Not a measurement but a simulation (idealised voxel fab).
Process module heading - voxel transistor to metal
Section cut is 165 nm wide and gridded with 5 nm square cells.
Cross-section = grid of square cells, listed top down in bands; band = one or more rows. Look at the band entry: it leads with the top's height and the bottom's height in nm. Then it lists the materials left to right, with a width in nm for each. The word "full width" on a single material says that material fills the band edge to edge. The word "empty" is empty space. A quick word on heights: they are counted from 0, and under that level the wafer as it came to us is one material throughout. The lowest band is different from the rest in having no bottom; it simply continues downward, written as in "0..down". Note: "30..40" means the width goes from the first number (top row of the band) to the second number (bottom row) in equal steps per row of cells. "no change" -> step changed no cross-section cell. What "Catalogued sealed voids" gives you is every empty space of 8 cells or more that is cut off from the top. Each appears as width x height at distance, with the distance taken from the left edge and width, height and distance all in nm. If you see something after the settings on a step's line, that's the simulator's own remark about that step. overlay nm: step with mask; distance mask lay right of planned place; negative value = left of planned place.
**Process steps foreseen in the plan**
1) RECEIVE: material Si
2) CONFORMAL_DEP: material SiO2, thk nm 5
3) CONFORMAL_DEP: material SiN, thk nm 15
4) MASKED_ETCH: tone cover, mask id ACTIVE, width nm 105, etch materials SiN, depth nm 15, overlay nm 0
5) MASKED_ETCH: tone cover, mask id ACTIVE, width nm 105, etch materials SiO2, depth nm 5, overlay nm 0
6) MASKED_ETCH: tone cover, mask id ACTIVE, width nm 105, etch materials Si, depth nm 25, overlay nm 0
7) FILL_DEP: material SiO2, thk nm 15
8) CMP: height nm 20
9) SELECTIVE_ETCH: etch materials SiO2, depth nm 10
10) STRIP: etch materials SiN
11) SELECTIVE_ETCH: etch materials SiO2, depth nm 5
12) OXIDIZE: depth nm 5
13) DIRECTIONAL_DEP: material polySi, thk nm 20
14) DIRECTIONAL_DEP: material SiCN, thk nm 15
15) DIRECTIONAL_DEP: material aC, thk nm 10
16) PATTERN: tone cover, mask id GATE, material resist, width nm 35, thk nm 25, overlay nm 0
17) DIRECTIONAL_ETCH: etch materials aC, depth nm 10
18) STRIP: etch materials resist
19) DIRECTIONAL_ETCH: etch materials SiCN, depth nm 25
20) DIRECTIONAL_ETCH: etch materials polySi, depth nm 30
21) STRIP: etch materials aC
22) CONFORMAL_DEP: material SiO2, thk nm 5
23) DIRECTIONAL_ETCH: etch materials SiO2, depth nm 5
24) CONFORMAL_DEP: material SiN, thk nm 10
25) DIRECTIONAL_ETCH: etch materials SiN, depth nm 10
26) DIRECTIONAL_ETCH: etch materials SiO2, depth nm 5
27) DIRECTIONAL_ETCH: etch materials Si, depth nm 5
28) EPI: material nSi, thk nm 10
29) FILL_DEP: material SiO2, thk nm 10
30) CMP: height nm 20
31) STRIP: etch materials polySi
32) SELECTIVE_ETCH: etch materials SiO2, depth nm 5
33) CONFORMAL_DEP: material HfO2, thk nm 5
34) CONFORMAL_DEP: material TiN, thk nm 5
35) FILL_DEP: material W, thk nm 10
36) CMP: height nm 15
37) DIRECTIONAL_DEP: material SiO2, thk nm 10
38) MASKED_ETCH: tone open, mask id CONTACT, width nm 15, pitch nm 80, etch materials SiO2, depth nm 20, overlay nm 0
39) CONFORMAL_DEP: material TiN, thk nm 5
40) FILL_DEP: material W, thk nm 5
41) CMP: height nm 25
42) CONFORMAL_DEP: material SiCN, thk nm 5
43) DIRECTIONAL_DEP: material SiO2, thk nm 20
44) DIRECTIONAL_DEP: material aC, thk nm 10
45) PATTERN: tone open, mask id METAL_1, material resist, width nm 15, pitch nm 80, thk nm 25, overlay nm 0
46) DIRECTIONAL_ETCH: etch materials aC, depth nm 10
47) STRIP: etch materials resist
48) DIRECTIONAL_ETCH: etch materials SiO2, depth nm 20
49) DIRECTIONAL_ETCH: etch materials SiCN, depth nm 5
50) STRIP: etch materials aC
51) CONFORMAL_DEP: material TiN, thk nm 5
52) FILL_DEP: material Cu, thk nm 10
53) CMP: height nm 50
54) CONFORMAL_DEP: material SiCN, thk nm 5
55) DIRECTIONAL_DEP: material lowk, thk nm 25
56) MASKED_ETCH: tone open, mask id METAL_2, width nm 15, pitch nm 80, etch materials lowk, depth nm 15, overlay nm 0
57) MASKED_ETCH: tone open, mask id METAL_2_HOLES, width nm 15, pitch nm 80, etch materials lowk, depth nm 10, overlay nm 0
58) MASKED_ETCH: tone open, mask id METAL_2_HOLES, width nm 15, pitch nm 80, etch materials SiCN, depth nm 5, overlay nm 0
59) CONFORMAL_DEP: material TiN, thk nm 5
60) FILL_DEP: material Ru, thk nm 5
61) CMP: height nm 80
62) CONFORMAL_DEP: material SiCN, thk nm 5
**As-received wafer cross-section (after step 1)**
> 0..down | Si full width
> Catalogued sealed voids: none
**The plan above was carried out on the starting structure above with one mistake, and this cross-section shows the wafer at the end of the module**
> 85..80 | SiCN full width
> 80..55 | lowk full width
> 55..50 | SiCN full width
> 50..30 | 35 nm SiO2 | 5 nm TiN | 5 nm Cu | 5 nm TiN | 65 nm SiO2 | 5 nm TiN | 5 nm Cu | 5 nm TiN | 35 nm SiO2
> 30..25 | 35 nm SiCN | 15 nm TiN | 65 nm SiCN | 15 nm TiN | 35 nm SiCN
> 25..15 | 35 nm SiO2 | 5 nm TiN | 5 nm W | 5 nm TiN | 65 nm SiO2 | 5 nm TiN | 5 nm W | 5 nm TiN | 35 nm SiO2
> 15..10 | 35 nm SiO2 | 5 nm TiN | 5 nm W | 5 nm TiN | 10 nm SiN | 5 nm HfO2 | 5 nm TiN | 25 nm W | 5 nm TiN | 5 nm HfO2 | 10 nm SiN | 5 nm TiN | 5 nm W | 5 nm TiN | 35 nm SiO2
> 10..5 | 35 nm SiO2 | 15 nm TiN | 10 nm SiN | 5 nm HfO2 | 5 nm TiN | 25 nm W | 5 nm TiN | 5 nm HfO2 | 10 nm SiN | 15 nm TiN | 35 nm SiO2
> 5..0 | 30 nm SiO2 | 10 nm SiN | 10 nm nSi | 10 nm SiN | 5 nm HfO2 | 35 nm TiN | 5 nm HfO2 | 10 nm SiN | 10 nm nSi | 10 nm SiN | 30 nm SiO2
> 0..-5 | 40 nm SiO2 | 10 nm nSi | 10 nm SiO2 | 45 nm HfO2 | 10 nm SiO2 | 10 nm nSi | 40 nm SiO2
> -5..-10 | 30 nm SiO2 | 10 nm Si | 10 nm nSi | 65 nm Si | 10 nm nSi | 10 nm Si | 30 nm SiO2
> -10..-25 | 30 nm SiO2 | 105 nm Si | 30 nm SiO2
> -25..down | Si full width
> Catalogued sealed voids: none
Where did the run depart from the plan? step 55 in the plan was executed twice
